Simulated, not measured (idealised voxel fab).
Documented hereafter: the process module known as voxel spacer lines.
FYI the section here is cut, 175 nm wide, cells are 5 nm squares.
The cross-sections in this document take the form of a grid made of square cells. They are written out as bands, in order from top to bottom. Each band consists of one or more rows of cells.
Read a band's entry like this: the first values are the height of its top and the height of its bottom in nm, and what follows is the sequence of materials from left to right, each with its width in nm. Note that "empty" is empty space, and that a single material marked "full width" reaches across the band from edge to edge.
The level at which height equals 0 is the one under which the wafer, as it arrives, is entirely one material. No lower edge exists for the bottom band, which continues downward and is notated as in "0 nm and below".
With a width like "30->40", each row of cells in the band differs from the next by the same amount, the top row carrying the first number and the bottom row the second.
No cell of the cross-section changed in a step that is given as "nothing altered".
The label "Enclosed voids" introduces a list of the empty spaces, 8 cells or larger, that have no open way up to the top; each entry in it reads width x height at distance, where the distance is taken from the left edge and all three are stated in nm.
Where a step's line continues beyond its settings, the continuation is a remark by the simulator itself on that step.
Steps that use a mask can have "overlay nm" on their line. It says how far the mask sat to the right of where it was meant to be. Negative means to the left.

[Steps in the process plan]
1. RECEIVE: material Si
2. CONFORMAL_DEP: material Al2O3, thk nm 5
3. DIRECTIONAL_DEP: material TiN, thk nm 20
4. DIRECTIONAL_DEP: material aC, thk nm 30
5. PATTERN: tone cover, mask id MANDREL, material resist, width nm 20, pitch nm 60, thk nm 40, overlay nm 0
6. DIRECTIONAL_ETCH: etch materials aC, depth nm 30
7. STRIP: etch materials resist
8. CONFORMAL_DEP: material SiO2, thk nm 10
9. DIRECTIONAL_ETCH: etch materials SiO2, depth nm 10
10. STRIP: etch materials aC
11. DIRECTIONAL_ETCH: etch materials TiN, depth nm 20
12. STRIP: etch materials SiO2

[Delivered wafer in cross-section: state after step 1]
> 0 nm and below | Si full width
> Enclosed voids: none

[Look at the cross-section after the module: the wafer started out the way shown above and the plan was the one shown above, yet one mistake was made along the way]
> 30 nm to 10 nm | 5 empty, 10 TiN, 20 empty, 10 TiN, 20 empty, 10 TiN, 20 empty, 10 TiN, 20 empty, 10 TiN, 20 empty, 10 TiN, 10 empty
> 10 nm to 5 nm | TiN full width
> 5 nm to 0 nm | Al2O3 full width
> 0 nm and below | Si full width
> Enclosed voids: none
Where did the run depart from the plan? step 3 ran with different settings than intended, the actual operation and settings being DIRECTIONAL_DEP: material TiN, thk nm 25
